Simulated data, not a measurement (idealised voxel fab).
Process module, titled voxel self aligned vias
Cross-sectional view cut (width: 245 nm; square cell size: 5 nm).
Just so we're on the same page, the cross-sections are grids of square cells, and they're listed out in bands top to bottom, each band one or more rows deep. Top, bottom (nm), then materials left to right with widths (nm); lone material tagged "throughout" fills the whole band edge to edge; "blank" = empty space. All heights in this document are referenced to 0, defined as the level beneath which the wafer, as received, consists entirely of one material. The lowest band is not bounded below; it extends indefinitely downward and is written in the form "from 0 down". A width such as "30 to 40" changes by the same amount from each row of cells to the next, from the band's top row to its bottom row. Where a step carries "no change", the cross-section came out of it unchanged, cell for cell. "Encapsulated voids" specifies each empty space that is not open to the top and that occupies no fewer than 8 cells, using the form width x height at distance, the distance measured from the left edge and all three quantities in nm. after a step's settings: what the simulator itself notes on the step. When a step includes a mask, the "overlay nm" setting on its line states how far to the right of its planned place that mask lay, and negative values state how far to the left. Each pair of cross-sections that follows straddles one process step: the one shows the state before the step, the other the state after it, down to the lowest band that changed and no further. The step in question, and its settings, are given under the pair. Note that a pair is not necessarily a continuation of the pair above it, since pairs can come from different runs of this module on the same starting wafer; it is a continuation only where its entry headed "Snapshot before" says so.
# Snapshot before
    from 50 to 40: 35 nm aC, then 30 nm blank, then 40 nm aC, then 30 nm blank, then 40 nm aC, then 30 nm blank, then 40 nm aC
    from 40 to 20: lowk throughout
    from 20 to 5: SiO2 throughout
    from 5 to 0: SiCN throughout
    from 0 down: Si throughout
    Encapsulated voids: none
# Sectional View, Post-Process
    from 50 to 40: 35 nm aC, then 30 nm blank, then 40 nm aC, then 30 nm blank, then 40 nm aC, then 30 nm blank, then 40 nm aC
    from 40 to 20: 35 nm lowk, then 30 nm blank, then 40 nm lowk, then 30 nm blank, then 40 nm lowk, then 30 nm blank, then 40 nm lowk
    At heights below 20, the structure remains unaltered.
    Encapsulated voids: none
Step that separates the before view from the after view above: DIRECTIONAL_ETCH (etch materials lowk; depth nm 20)
Snapshot before: look at the pair above, its after cross-section is where this step starts.
# Sectional View, Post-Process
    from 40 to 20: 35 nm lowk, then 30 nm blank, then 40 nm lowk, then 30 nm blank, then 40 nm lowk, then 30 nm blank, then 40 nm lowk
    At heights below 20, the structure remains unaltered.
    Encapsulated voids: none
Step that separates the before view from the after view above: STRIP (etch materials aC)
Snapshot before: look at the pair above, its after cross-section is where this step starts.
# Sectional View, Post-Process
    from 45 to 40: 40 nm TiN, then 20 nm blank, then 50 nm TiN, then 20 nm blank, then 50 nm TiN, then 20 nm blank, then 45 nm TiN
    from 40 to 25: 35 nm lowk, then 5 nm TiN, then 20 nm blank, then 5 nm TiN, then 40 nm lowk, then 5 nm TiN, then 20 nm blank, then 5 nm TiN, then 40 nm lowk, then 5 nm TiN, then 20 nm blank, then 5 nm TiN, then 40 nm lowk
    from 25 to 20: 35 nm lowk, then 30 nm TiN, then 40 nm lowk, then 30 nm TiN, then 40 nm lowk, then 30 nm TiN, then 40 nm lowk
    At heights below 20, the structure remains unaltered.
    Encapsulated voids: none
Step that separates the before view from the after view above: CONFORMAL_DEP (material TiN; thk nm 5)
Snapshot before: look at the pair above, its after cross-section is where this step starts.
# Sectional View, Post-Process
    from 55 to 45: W throughout
    from 45 to 40: 40 nm TiN, then 20 nm W, then 50 nm TiN, then 20 nm W, then 50 nm TiN, then 20 nm W, then 45 nm TiN
    from 40 to 25: 35 nm lowk, then 5 nm TiN, then 20 nm W, then 5 nm TiN, then 40 nm lowk, then 5 nm TiN, then 20 nm W, then 5 nm TiN, then 40 nm lowk, then 5 nm TiN, then 20 nm W, then 5 nm TiN, then 40 nm lowk
    At heights below 25, the structure remains unaltered.
    Encapsulated voids: none
Step that separates the before view from the after view above: FILL_DEP (material W; thk nm 10)
Snapshot before: look at the pair above, its after cross-section is where this step starts.
# Sectional View, Post-Process
    from 40 to 25: 35 nm lowk, then 5 nm TiN, then 20 nm W, then 5 nm TiN, then 40 nm lowk, then 5 nm TiN, then 20 nm W, then 5 nm TiN, then 40 nm lowk, then 5 nm TiN, then 20 nm W, then 5 nm TiN, then 40 nm lowk
    At heights below 25, the structure remains unaltered.
    Encapsulated voids: none
Step that separates the before view from the after view above: CMP (height nm 40)
Snapshot before: look at the pair above, its after cross-section is where this step starts.
# Sectional View, Post-Process
    from 40 to 30: 35 nm lowk, then 30 nm blank, then 40 nm lowk, then 30 nm blank, then 40 nm lowk, then 30 nm blank, then 40 nm lowk
    At heights below 30, the structure remains unaltered.
    Encapsulated voids: none
Step that separates the before view from the after view above: SELECTIVE_ETCH (etch materials W Ru TiN; depth nm 10)
Snapshot before: look at the pair above, its after cross-section is where this step starts.
# Sectional View, Post-Process
    from 50 to 40: SiN throughout
    from 40 to 30: 35 nm lowk, then 30 nm SiN, then 40 nm lowk, then 30 nm SiN, then 40 nm lowk, then 30 nm SiN, then 40 nm lowk
    At heights below 30, the structure remains unaltered.
    Encapsulated voids: none
Step that separates the before view from the after view above: FILL_DEP (material SiN; thk nm 10)
Snapshot before: look at the pair above, its after cross-section is where this step starts.
# Sectional View, Post-Process
    from 40 to 30: 35 nm lowk, then 30 nm SiN, then 40 nm lowk, then 30 nm SiN, then 40 nm lowk, then 30 nm SiN, then 40 nm lowk
    At heights below 30, the structure remains unaltered.
    Encapsulated voids: none
Step that separates the before view from the after view above: CMP (height nm 40)
Snapshot before: look at the pair above, its after cross-section is where this step starts.
# Sectional View, Post-Process
    from 60 to 40: lowk throughout
    At heights below 40, the structure remains unaltered.
    Encapsulated voids: none
Step that separates the before view from the after view above: DIRECTIONAL_DEP (material lowk; thk nm 20)
Snapshot before: look at the pair above, its after cross-section is where this step starts.
# Sectional View, Post-Process
    from 75 to 60: 30 nm resist, then 40 nm blank, then 30 nm resist, then 40 nm blank, then 30 nm resist, then 40 nm blank, then 35 nm resist
    At heights below 60, the structure remains unaltered.
    Encapsulated voids: none
Step that separates the before view from the after view above: PATTERN (tone open; mask id VIAS; material resist; width nm 40; pitch nm 70; thk nm 15; overlay nm 0)
Snapshot before: look at the pair above, its after cross-section is where this step starts.
# Sectional View, Post-Process
    from 75 to 60: 30 nm resist, then 40 nm blank, then 30 nm resist, then 40 nm blank, then 30 nm resist, then 40 nm blank, then 35 nm resist
    from 60 to 40: 30 nm lowk, then 40 nm blank, then 30 nm lowk, then 40 nm blank, then 30 nm lowk, then 40 nm blank, then 35 nm lowk
    At heights below 40, the structure remains unaltered.
    Encapsulated voids: none
Step that separates the before view from the after view above: DIRECTIONAL_ETCH (etch materials lowk; depth nm 20)
Snapshot before: look at the pair above, its after cross-section is where this step starts.
# Sectional View, Post-Process
    from 75 to 60: 30 nm resist, then 40 nm blank, then 30 nm resist, then 40 nm blank, then 30 nm resist, then 40 nm blank, then 35 nm resist
    from 60 to 40: 30 nm lowk, then 40 nm blank, then 30 nm lowk, then 40 nm blank, then 30 nm lowk, then 40 nm blank, then 35 nm lowk
    from 40 to 30: 35 nm lowk, then 30 nm blank, then 40 nm lowk, then 30 nm blank, then 40 nm lowk, then 30 nm blank, then 40 nm lowk
    At heights below 30, the structure remains unaltered.
    Encapsulated voids: none
Step that separates the before view from the after view above: DIRECTIONAL_ETCH (etch materials SiN; depth nm 10)
Snapshot before: look at the pair above, its after cross-section is where this step starts.
# Sectional View, Post-Process
    from 60 to 40: 30 nm lowk, then 40 nm blank, then 30 nm lowk, then 40 nm blank, then 30 nm lowk, then 40 nm blank, then 35 nm lowk
    At heights below 40, the structure remains unaltered.
    Encapsulated voids: none
Step that separates the before view from the after view above: STRIP (etch materials resist)
Snapshot before: look at the pair above, its after cross-section is where this step starts.
# Sectional View, Post-Process
    from 65 to 60: 35 nm TiN, then 30 nm blank, then 40 nm TiN, then 30 nm blank, then 40 nm TiN, then 30 nm blank, then 40 nm TiN
    from 60 to 45: 30 nm lowk, then 5 nm TiN, then 30 nm blank, then 5 nm TiN, then 30 nm lowk, then 5 nm TiN, then 30 nm blank, then 5 nm TiN, then 30 nm lowk, then 5 nm TiN, then 30 nm blank, then 5 nm TiN, then 35 nm lowk
    from 45 to 35: 30 to 35 nm lowk, then 10 to 5 nm TiN, then 20 nm blank, then 10 to 5 nm TiN, then 30 to 40 nm lowk, then 10 to 5 nm TiN, then 20 nm blank, then 10 to 5 nm TiN, then 30 to 40 nm lowk, then 10 to 5 nm TiN, then 20 nm blank, then 10 to 5 nm TiN, then 35 to 40 nm lowk
    from 35 to 30: 35 nm lowk, then 30 nm TiN, then 40 nm lowk, then 30 nm TiN, then 40 nm lowk, then 30 nm TiN, then 40 nm lowk
    At heights below 30, the structure remains unaltered.
    Encapsulated voids: none
Step that separates the before view from the after view above: CONFORMAL_DEP (material TiN; thk nm 5)
Snapshot before: look at the pair above, its after cross-section is where this step starts.
# Sectional View, Post-Process
    from 75 to 65: Ru throughout
    from 65 to 60: 35 nm TiN, then 30 nm Ru, then 40 nm TiN, then 30 nm Ru, then 40 nm TiN, then 30 nm Ru, then 40 nm TiN
    from 60 to 45: 30 nm lowk, then 5 nm TiN, then 30 nm Ru, then 5 nm TiN, then 30 nm lowk, then 5 nm TiN, then 30 nm Ru, then 5 nm TiN, then 30 nm lowk, then 5 nm TiN, then 30 nm Ru, then 5 nm TiN, then 35 nm lowk
    from 45 to 35: 30 to 35 nm lowk, then 10 to 5 nm TiN, then 20 nm Ru, then 10 to 5 nm TiN, then 30 to 40 nm lowk, then 10 to 5 nm TiN, then 20 nm Ru, then 10 to 5 nm TiN, then 30 to 40 nm lowk, then 10 to 5 nm TiN, then 20 nm Ru, then 10 to 5 nm TiN, then 35 to 40 nm lowk
    At heights below 35, the structure remains unaltered.
    Encapsulated voids: none
Step that separates the before view from the after view above: FILL_DEP (material Ru; thk nm 10)
Snapshot before: look at the pair above, its after cross-section is where this step starts.
# Sectional View, Post-Process
    from 60 to 45: 30 nm lowk, then 5 nm TiN, then 30 nm Ru, then 5 nm TiN, then 30 nm lowk, then 5 nm TiN, then 30 nm Ru, then 5 nm TiN, then 30 nm lowk, then 5 nm TiN, then 30 nm Ru, then 5 nm TiN, then 35 nm lowk
    At heights below 45, the structure remains unaltered.
    Encapsulated voids: none
Step that separates the before view from the after view above: CMP (height nm 60)
Snapshot before: look at the pair above, its after cross-section is where this step starts.
# Sectional View, Post-Process
    from 65 to 60: SiCN throughout
    At heights below 60, the structure remains unaltered.
    Encapsulated voids: none
Step that separates the before view from the after view above: CONFORMAL_DEP (material SiCN; thk nm 5)
# Snapshot before
    from 0 down: Si throughout
    Encapsulated voids: none
# Sectional View, Post-Process
    from 10 to 0: SiO2 throughout
    At heights below 0, the structure remains unaltered.
    Encapsulated voids: none
Step that separates the before view from the after view above: CONFORMAL_DEP (material SiO2; thk nm 10)
Snapshot before: look at the pair above, its after cross-section is where this step starts.
# Sectional View, Post-Process
    from 15 to 10: SiCN throughout
    At heights below 10, the structure remains unaltered.
    Encapsulated voids: none
Step that separates the before view from the after view above: CONFORMAL_DEP (material SiCN; thk nm 5)
Snapshot before: look at the pair above, its after cross-section is where this step starts.
# Sectional View, Post-Process
    from 35 to 15: lowk throughout
    At heights below 15, the structure remains unaltered.
    Encapsulated voids: none
Step that separates the before view from the after view above: DIRECTIONAL_DEP (material lowk; thk nm 20)
Snapshot before: look at the pair above, its after cross-section is where this step starts.
# Sectional View, Post-Process
    from 45 to 35: aC throughout
    At heights below 35, the structure remains unaltered.
    Encapsulated voids: none
Step that separates the before view from the after view above: DIRECTIONAL_DEP (material aC; thk nm 10)
Snapshot before: look at the pair above, its after cross-section is where this step starts.
# Sectional View, Post-Process
    from 75 to 45: 35 nm resist, then 30 nm blank, then 40 nm resist, then 30 nm blank, then 40 nm resist, then 30 nm blank, then 40 nm resist
    At heights below 45, the structure remains unaltered.
    Encapsulated voids: none
Step that separates the before view from the after view above: PATTERN (tone open; mask id LINES; material resist; width nm 30; pitch nm 70; thk nm 30; overlay nm 0)
Snapshot before: look at the pair above, its after cross-section is where this step starts.
# Sectional View, Post-Process
    from 65 to 45: 35 nm resist, then 30 nm blank, then 40 nm resist, then 30 nm blank, then 40 nm resist, then 30 nm blank, then 40 nm resist
    from 45 to 35: 35 nm aC, then 30 nm blank, then 40 nm aC, then 30 nm blank, then 40 nm aC, then 30 nm blank, then 40 nm aC
    At heights below 35, the structure remains unaltered.
    Encapsulated voids: none
Step that separates the before view from the after view above: DIRECTIONAL_ETCH (etch materials aC; depth nm 10)
Snapshot before: look at the pair above, its after cross-section is where this step starts.
# Sectional View, Post-Process
    from 45 to 35: 35 nm aC, then 30 nm blank, then 40 nm aC, then 30 nm blank, then 40 nm aC, then 30 nm blank, then 40 nm aC
    At heights below 35, the structure remains unaltered.
    Encapsulated voids: none
Step that separates the before view from the after view above: STRIP (etch materials resist)
Snapshot before: look at the pair above, its after cross-section is where this step starts.
# Sectional View, Post-Process
    from 45 to 35: 35 nm aC, then 30 nm blank, then 40 nm aC, then 30 nm blank, then 40 nm aC, then 30 nm blank, then 40 nm aC
    from 35 to 15: 35 nm lowk, then 30 nm blank, then 40 nm lowk, then 30 nm blank, then 40 nm lowk, then 30 nm blank, then 40 nm lowk
    At heights below 15, the structure remains unaltered.
    Encapsulated voids: none
Step that separates the before view from the after view above: DIRECTIONAL_ETCH (etch materials lowk; depth nm 20)
Snapshot before: look at the pair above, its after cross-section is where this step starts.
# Sectional View, Post-Process
    from 35 to 15: 35 nm lowk, then 30 nm blank, then 40 nm lowk, then 30 nm blank, then 40 nm lowk, then 30 nm blank, then 40 nm lowk
    At heights below 15, the structure remains unaltered.
    Encapsulated voids: none
Step that separates the before view from the after view above: STRIP (etch materials aC)
Snapshot before: look at the pair above, its after cross-section is where this step starts.
# Sectional View, Post-Process
    from 40 to 35: 40 nm TiN, then 20 nm blank, then 50 nm TiN, then 20 nm blank, then 50 nm TiN, then 20 nm blank, then 45 nm TiN
    from 35 to 20: 35 nm lowk, then 5 nm TiN, then 20 nm blank, then 5 nm TiN, then 40 nm lowk, then 5 nm TiN, then 20 nm blank, then 5 nm TiN, then 40 nm lowk, then 5 nm TiN, then 20 nm blank, then 5 nm TiN, then 40 nm lowk
    from 20 to 15: 35 nm lowk, then 30 nm TiN, then 40 nm lowk, then 30 nm TiN, then 40 nm lowk, then 30 nm TiN, then 40 nm lowk
    At heights below 15, the structure remains unaltered.
    Encapsulated voids: none
Step that separates the before view from the after view above: CONFORMAL_DEP (material TiN; thk nm 5)
Snapshot before: look at the pair above, its after cross-section is where this step starts.
# Sectional View, Post-Process
    from 50 to 40: W throughout
    from 40 to 35: 40 nm TiN, then 20 nm W, then 50 nm TiN, then 20 nm W, then 50 nm TiN, then 20 nm W, then 45 nm TiN
    from 35 to 20: 35 nm lowk, then 5 nm TiN, then 20 nm W, then 5 nm TiN, then 40 nm lowk, then 5 nm TiN, then 20 nm W, then 5 nm TiN, then 40 nm lowk, then 5 nm TiN, then 20 nm W, then 5 nm TiN, then 40 nm lowk
    At heights below 20, the structure remains unaltered.
    Encapsulated voids: none
Step that separates the before view from the after view above: FILL_DEP (material W; thk nm 10)
Snapshot before: look at the pair above, its after cross-section is where this step starts.
# Sectional View, Post-Process
    from 40 to 35: 40 nm TiN, then 20 nm W, then 50 nm TiN, then 20 nm W, then 50 nm TiN, then 20 nm W, then 45 nm TiN
    At heights below 35, the structure remains unaltered.
    Encapsulated voids: none
Step that separates the before view from the after view above: CMP (height nm 40)
Snapshot before: look at the pair above, its after cross-section is where this step starts.
# Sectional View, Post-Process
    from 35 to 30: 35 nm lowk, then 30 nm blank, then 40 nm lowk, then 30 nm blank, then 40 nm lowk, then 30 nm blank, then 40 nm lowk
    At heights below 30, the structure remains unaltered.
    Encapsulated voids: none
Step that separates the before view from the after view above: SELECTIVE_ETCH (etch materials W Ru TiN; depth nm 10)
Snapshot before: look at the pair above, its after cross-section is where this step starts.
# Sectional View, Post-Process
    from 45 to 35: SiN throughout
    from 35 to 30: 35 nm lowk, then 30 nm SiN, then 40 nm lowk, then 30 nm SiN, then 40 nm lowk, then 30 nm SiN, then 40 nm lowk
    At heights below 30, the structure remains unaltered.
    Encapsulated voids: none
Step that separates the before view from the after view above: FILL_DEP (material SiN; thk nm 10)
Snapshot before: look at the pair above, its after cross-section is where this step starts.
# Sectional View, Post-Process
    from 40 to 35: SiN throughout
    At heights below 35, the structure remains unaltered.
    Encapsulated voids: none
Step that separates the before view from the after view above: CMP (height nm 40)
Snapshot before: look at the pair above, its after cross-section is where this step starts.
# Sectional View, Post-Process
    from 60 to 40: lowk throughout
    At heights below 40, the structure remains unaltered.
    Encapsulated voids: none
Step that separates the before view from the after view above: DIRECTIONAL_DEP (material lowk; thk nm 20)
Snapshot before: look at the pair above, its after cross-section is where this step starts.
# Sectional View, Post-Process
    from 75 to 60: 30 nm resist, then 40 nm blank, then 30 nm resist, then 40 nm blank, then 30 nm resist, then 40 nm blank, then 35 nm resist
    At heights below 60, the structure remains unaltered.
    Encapsulated voids: none
Step that separates the before view from the after view above: PATTERN (tone open; mask id VIAS; material resist; width nm 40; pitch nm 70; thk nm 15; overlay nm 0)
Snapshot before: look at the pair above, its after cross-section is where this step starts.
# Sectional View, Post-Process
    from 75 to 60: 30 nm resist, then 40 nm blank, then 30 nm resist, then 40 nm blank, then 30 nm resist, then 40 nm blank, then 35 nm resist
    from 60 to 40: 30 nm lowk, then 40 nm blank, then 30 nm lowk, then 40 nm blank, then 30 nm lowk, then 40 nm blank, then 35 nm lowk
    At heights below 40, the structure remains unaltered.
    Encapsulated voids: none
Step that separates the before view from the after view above: DIRECTIONAL_ETCH (etch materials lowk; depth nm 20)
Snapshot before: look at the pair above, its after cross-section is where this step starts.
# Sectional View, Post-Process
    from 75 to 60: 30 nm resist, then 40 nm blank, then 30 nm resist, then 40 nm blank, then 30 nm resist, then 40 nm blank, then 35 nm resist
    from 60 to 40: 30 nm lowk, then 40 nm blank, then 30 nm lowk, then 40 nm blank, then 30 nm lowk, then 40 nm blank, then 35 nm lowk
    from 40 to 35: 30 nm SiN, then 40 nm blank, then 30 nm SiN, then 40 nm blank, then 30 nm SiN, then 40 nm blank, then 35 nm SiN
    from 35 to 30: 35 nm lowk, then 30 nm blank, then 40 nm lowk, then 30 nm blank, then 40 nm lowk, then 30 nm blank, then 40 nm lowk
    At heights below 30, the structure remains unaltered.
    Encapsulated voids: none
Step that separates the before view from the after view above: DIRECTIONAL_ETCH (etch materials SiN; depth nm 10)
Snapshot before: look at the pair above, its after cross-section is where this step starts.
# Sectional View, Post-Process
    from 60 to 40: 30 nm lowk, then 40 nm blank, then 30 nm lowk, then 40 nm blank, then 30 nm lowk, then 40 nm blank, then 35 nm lowk
    At heights below 40, the structure remains unaltered.
    Encapsulated voids: none
Step that separates the before view from the after view above: STRIP (etch materials resist)
Snapshot before: look at the pair above, its after cross-section is where this step starts.
# Sectional View, Post-Process
    from 65 to 60: 35 nm TiN, then 30 nm blank, then 40 nm TiN, then 30 nm blank, then 40 nm TiN, then 30 nm blank, then 40 nm TiN
    from 60 to 40: 30 nm lowk, then 5 nm TiN, then 30 nm blank, then 5 nm TiN, then 30 nm lowk, then 5 nm TiN, then 30 nm blank, then 5 nm TiN, then 30 nm lowk, then 5 nm TiN, then 30 nm blank, then 5 nm TiN, then 35 nm lowk
    from 40 to 35: 30 nm SiN, then 10 nm TiN, then 20 nm blank, then 10 nm TiN, then 30 nm SiN, then 10 nm TiN, then 20 nm blank, then 10 nm TiN, then 30 nm SiN, then 10 nm TiN, then 20 nm blank, then 10 nm TiN, then 35 nm SiN
    from 35 to 30: 35 nm lowk, then 30 nm TiN, then 40 nm lowk, then 30 nm TiN, then 40 nm lowk, then 30 nm TiN, then 40 nm lowk
    At heights below 30, the structure remains unaltered.
    Encapsulated voids: none
Step that separates the before view from the after view above: CONFORMAL_DEP (material TiN; thk nm 5)
Snapshot before: look at the pair above, its after cross-section is where this step starts.
# Sectional View, Post-Process
    from 75 to 65: Ru throughout
    from 65 to 60: 35 nm TiN, then 30 nm Ru, then 40 nm TiN, then 30 nm Ru, then 40 nm TiN, then 30 nm Ru, then 40 nm TiN
    from 60 to 40: 30 nm lowk, then 5 nm TiN, then 30 nm Ru, then 5 nm TiN, then 30 nm lowk, then 5 nm TiN, then 30 nm Ru, then 5 nm TiN, then 30 nm lowk, then 5 nm TiN, then 30 nm Ru, then 5 nm TiN, then 35 nm lowk
    from 40 to 35: 30 nm SiN, then 10 nm TiN, then 20 nm Ru, then 10 nm TiN, then 30 nm SiN, then 10 nm TiN, then 20 nm Ru, then 10 nm TiN, then 30 nm SiN, then 10 nm TiN, then 20 nm Ru, then 10 nm TiN, then 35 nm SiN
    At heights below 35, the structure remains unaltered.
    Encapsulated voids: none
Step that separates the before view from the after view above: FILL_DEP (material Ru; thk nm 10)
Snapshot before: look at the pair above, its after cross-section is where this step starts.
# Sectional View, Post-Process
    from 60 to 40: 30 nm lowk, then 5 nm TiN, then 30 nm Ru, then 5 nm TiN, then 30 nm lowk, then 5 nm TiN, then 30 nm Ru, then 5 nm TiN, then 30 nm lowk, then 5 nm TiN, then 30 nm Ru, then 5 nm TiN, then 35 nm lowk
    At heights below 40, the structure remains unaltered.
    Encapsulated voids: none
Step that separates the before view from the after view above: CMP (height nm 60)
Snapshot before: look at the pair above, its after cross-section is where this step starts.
# Sectional View, Post-Process
    from 65 to 60: SiCN throughout
    At heights below 60, the structure remains unaltered.
    Encapsulated voids: none
Step that separates the before view from the after view above: CONFORMAL_DEP (material SiCN; thk nm 5)
# Snapshot before
    from 50 to 40: aC throughout
    from 40 to 20: lowk throughout
    from 20 to 15: SiCN throughout
    from 15 to 0: SiO2 throughout
    from 0 down: Si throughout
    Encapsulated voids: none
# Sectional View, Post-Process
    from 80 to 50: 30 nm resist, then 40 nm blank, then 30 nm resist, then 40 nm blank, then 30 nm resist, then 40 nm blank, then 35 nm resist
    At heights below 50, the structure remains unaltered.
    Encapsulated voids: none
Step that separates the before view from the after view above: PATTERN (tone open; mask id LINES; material resist; width nm 40; pitch nm 70; thk nm 30; overlay nm 0)
Snapshot before: look at the pair above, its after cross-section is where this step starts.
# Sectional View, Post-Process
    from 70 to 50: 30 nm resist, then 40 nm blank, then 30 nm resist, then 40 nm blank, then 30 nm resist, then 40 nm blank, then 35 nm resist
    from 50 to 40: 30 nm aC, then 40 nm blank, then 30 nm aC, then 40 nm blank, then 30 nm aC, then 40 nm blank, then 35 nm aC
    At heights below 40, the structure remains unaltered.
    Encapsulated voids: none
Step that separates the before view from the after view above: DIRECTIONAL_ETCH (etch materials aC; depth nm 10)
Snapshot before: look at the pair above, its after cross-section is where this step starts.
# Sectional View, Post-Process
    from 50 to 40: 30 nm aC, then 40 nm blank, then 30 nm aC, then 40 nm blank, then 30 nm aC, then 40 nm blank, then 35 nm aC
    At heights below 40, the structure remains unaltered.
    Encapsulated voids: none
Step that separates the before view from the after view above: STRIP (etch materials resist)
Snapshot before: look at the pair above, its after cross-section is where this step starts.
# Sectional View, Post-Process
    from 50 to 40: 30 nm aC, then 40 nm blank, then 30 nm aC, then 40 nm blank, then 30 nm aC, then 40 nm blank, then 35 nm aC
    from 40 to 20: 30 nm lowk, then 40 nm blank, then 30 nm lowk, then 40 nm blank, then 30 nm lowk, then 40 nm blank, then 35 nm lowk
    At heights below 20, the structure remains unaltered.
    Encapsulated voids: none
Step that separates the before view from the after view above: DIRECTIONAL_ETCH (etch materials lowk; depth nm 20)
Snapshot before: look at the pair above, its after cross-section is where this step starts.
# Sectional View, Post-Process
    from 40 to 20: 30 nm lowk, then 40 nm blank, then 30 nm lowk, then 40 nm blank, then 30 nm lowk, then 40 nm blank, then 35 nm lowk
    At heights below 20, the structure remains unaltered.
    Encapsulated voids: none
Step that separates the before view from the after view above: STRIP (etch materials aC)
Snapshot before: look at the pair above, its after cross-section is where this step starts.
# Sectional View, Post-Process
    from 45 to 40: 35 nm TiN, then 30 nm blank, then 40 nm TiN, then 30 nm blank, then 40 nm TiN, then 30 nm blank, then 40 nm TiN
    from 40 to 25: 30 nm lowk, then 5 nm TiN, then 30 nm blank, then 5 nm TiN, then 30 nm lowk, then 5 nm TiN, then 30 nm blank, then 5 nm TiN, then 30 nm lowk, then 5 nm TiN, then 30 nm blank, then 5 nm TiN, then 35 nm lowk
    from 25 to 20: 30 nm lowk, then 40 nm TiN, then 30 nm lowk, then 40 nm TiN, then 30 nm lowk, then 40 nm TiN, then 35 nm lowk
    At heights below 20, the structure remains unaltered.
    Encapsulated voids: none
Step that separates the before view from the after view above: CONFORMAL_DEP (material TiN; thk nm 5)
Snapshot before: look at the pair above, its after cross-section is where this step starts.
# Sectional View, Post-Process
    from 55 to 45: W throughout
    from 45 to 40: 35 nm TiN, then 30 nm W, then 40 nm TiN, then 30 nm W, then 40 nm TiN, then 30 nm W, then 40 nm TiN
    from 40 to 25: 30 nm lowk, then 5 nm TiN, then 30 nm W, then 5 nm TiN, then 30 nm lowk, then 5 nm TiN, then 30 nm W, then 5 nm TiN, then 30 nm lowk, then 5 nm TiN, then 30 nm W, then 5 nm TiN, then 35 nm lowk
    At heights below 25, the structure remains unaltered.
    Encapsulated voids: none
Step that separates the before view from the after view above: FILL_DEP (material W; thk nm 10)
Snapshot before: look at the pair above, its after cross-section is where this step starts.
# Sectional View, Post-Process
    from 40 to 25: 30 nm lowk, then 5 nm TiN, then 30 nm W, then 5 nm TiN, then 30 nm lowk, then 5 nm TiN, then 30 nm W, then 5 nm TiN, then 30 nm lowk, then 5 nm TiN, then 30 nm W, then 5 nm TiN, then 35 nm lowk
    At heights below 25, the structure remains unaltered.
    Encapsulated voids: none
Step that separates the before view from the after view above: CMP (height nm 40)
Snapshot before: look at the pair above, its after cross-section is where this step starts.
# Sectional View, Post-Process
    from 40 to 30: 30 nm lowk, then 40 nm blank, then 30 nm lowk, then 40 nm blank, then 30 nm lowk, then 40 nm blank, then 35 nm lowk
    At heights below 30, the structure remains unaltered.
    Encapsulated voids: none
Step that separates the before view from the after view above: SELECTIVE_ETCH (etch materials W Ru TiN; depth nm 10)
Snapshot before: look at the pair above, its after cross-section is where this step starts.
# Sectional View, Post-Process
    from 50 to 40: SiN throughout
    from 40 to 30: 30 nm lowk, then 40 nm SiN, then 30 nm lowk, then 40 nm SiN, then 30 nm lowk, then 40 nm SiN, then 35 nm lowk
    At heights below 30, the structure remains unaltered.
    Encapsulated voids: none
Step that separates the before view from the after view above: FILL_DEP (material SiN; thk nm 10)
Snapshot before: look at the pair above, its after cross-section is where this step starts.
# Sectional View, Post-Process
    from 40 to 30: 30 nm lowk, then 40 nm SiN, then 30 nm lowk, then 40 nm SiN, then 30 nm lowk, then 40 nm SiN, then 35 nm lowk
    At heights below 30, the structure remains unaltered.
    Encapsulated voids: none
Step that separates the before view from the after view above: CMP (height nm 40)
Snapshot before: look at the pair above, its after cross-section is where this step starts.
# Sectional View, Post-Process
    from 60 to 40: lowk throughout
    At heights below 40, the structure remains unaltered.
    Encapsulated voids: none
Step that separates the before view from the after view above: DIRECTIONAL_DEP (material lowk; thk nm 20)
Snapshot before: look at the pair above, its after cross-section is where this step starts.
# Sectional View, Post-Process
    from 75 to 60: 30 nm resist, then 40 nm blank, then 30 nm resist, then 40 nm blank, then 30 nm resist, then 40 nm blank, then 35 nm resist
    At heights below 60, the structure remains unaltered.
    Encapsulated voids: none
Step that separates the before view from the after view above: PATTERN (tone open; mask id VIAS; material resist; width nm 40; pitch nm 70; thk nm 15; overlay nm 0)
Snapshot before: look at the pair above, its after cross-section is where this step starts.
# Sectional View, Post-Process
    from 75 to 60: 30 nm resist, then 40 nm blank, then 30 nm resist, then 40 nm blank, then 30 nm resist, then 40 nm blank, then 35 nm resist
    from 60 to 40: 30 nm lowk, then 40 nm blank, then 30 nm lowk, then 40 nm blank, then 30 nm lowk, then 40 nm blank, then 35 nm lowk
    At heights below 40, the structure remains unaltered.
    Encapsulated voids: none
Step that separates the before view from the after view above: DIRECTIONAL_ETCH (etch materials lowk; depth nm 20)
Snapshot before: look at the pair above, its after cross-section is where this step starts.
# Sectional View, Post-Process
    from 75 to 60: 30 nm resist, then 40 nm blank, then 30 nm resist, then 40 nm blank, then 30 nm resist, then 40 nm blank, then 35 nm resist
    from 60 to 30: 30 nm lowk, then 40 nm blank, then 30 nm lowk, then 40 nm blank, then 30 nm lowk, then 40 nm blank, then 35 nm lowk
    At heights below 30, the structure remains unaltered.
    Encapsulated voids: none
Step that separates the before view from the after view above: DIRECTIONAL_ETCH (etch materials SiN; depth nm 10)
Snapshot before: look at the pair above, its after cross-section is where this step starts.
# Sectional View, Post-Process
    from 60 to 30: 30 nm lowk, then 40 nm blank, then 30 nm lowk, then 40 nm blank, then 30 nm lowk, then 40 nm blank, then 35 nm lowk
    At heights below 30, the structure remains unaltered.
    Encapsulated voids: none
Step that separates the before view from the after view above: STRIP (etch materials resist)
Snapshot before: look at the pair above, its after cross-section is where this step starts.
# Sectional View, Post-Process
    from 65 to 60: 35 nm TiN, then 30 nm blank, then 40 nm TiN, then 30 nm blank, then 40 nm TiN, then 30 nm blank, then 40 nm TiN
    from 60 to 35: 30 nm lowk, then 5 nm TiN, then 30 nm blank, then 5 nm TiN, then 30 nm lowk, then 5 nm TiN, then 30 nm blank, then 5 nm TiN, then 30 nm lowk, then 5 nm TiN, then 30 nm blank, then 5 nm TiN, then 35 nm lowk
    from 35 to 30: 30 nm lowk, then 40 nm TiN, then 30 nm lowk, then 40 nm TiN, then 30 nm lowk, then 40 nm TiN, then 35 nm lowk
    At heights below 30, the structure remains unaltered.
    Encapsulated voids: none
Step that separates the before view from the after view above: CONFORMAL_DEP (material TiN; thk nm 5)
Snapshot before: look at the pair above, its after cross-section is where this step starts.
# Sectional View, Post-Process
    from 75 to 65: Ru throughout
    from 65 to 60: 35 nm TiN, then 30 nm Ru, then 40 nm TiN, then 30 nm Ru, then 40 nm TiN, then 30 nm Ru, then 40 nm TiN
    from 60 to 35: 30 nm lowk, then 5 nm TiN, then 30 nm Ru, then 5 nm TiN, then 30 nm lowk, then 5 nm TiN, then 30 nm Ru, then 5 nm TiN, then 30 nm lowk, then 5 nm TiN, then 30 nm Ru, then 5 nm TiN, then 35 nm lowk
    At heights below 35, the structure remains unaltered.
    Encapsulated voids: none
Step that separates the before view from the after view above: FILL_DEP (material Ru; thk nm 10)
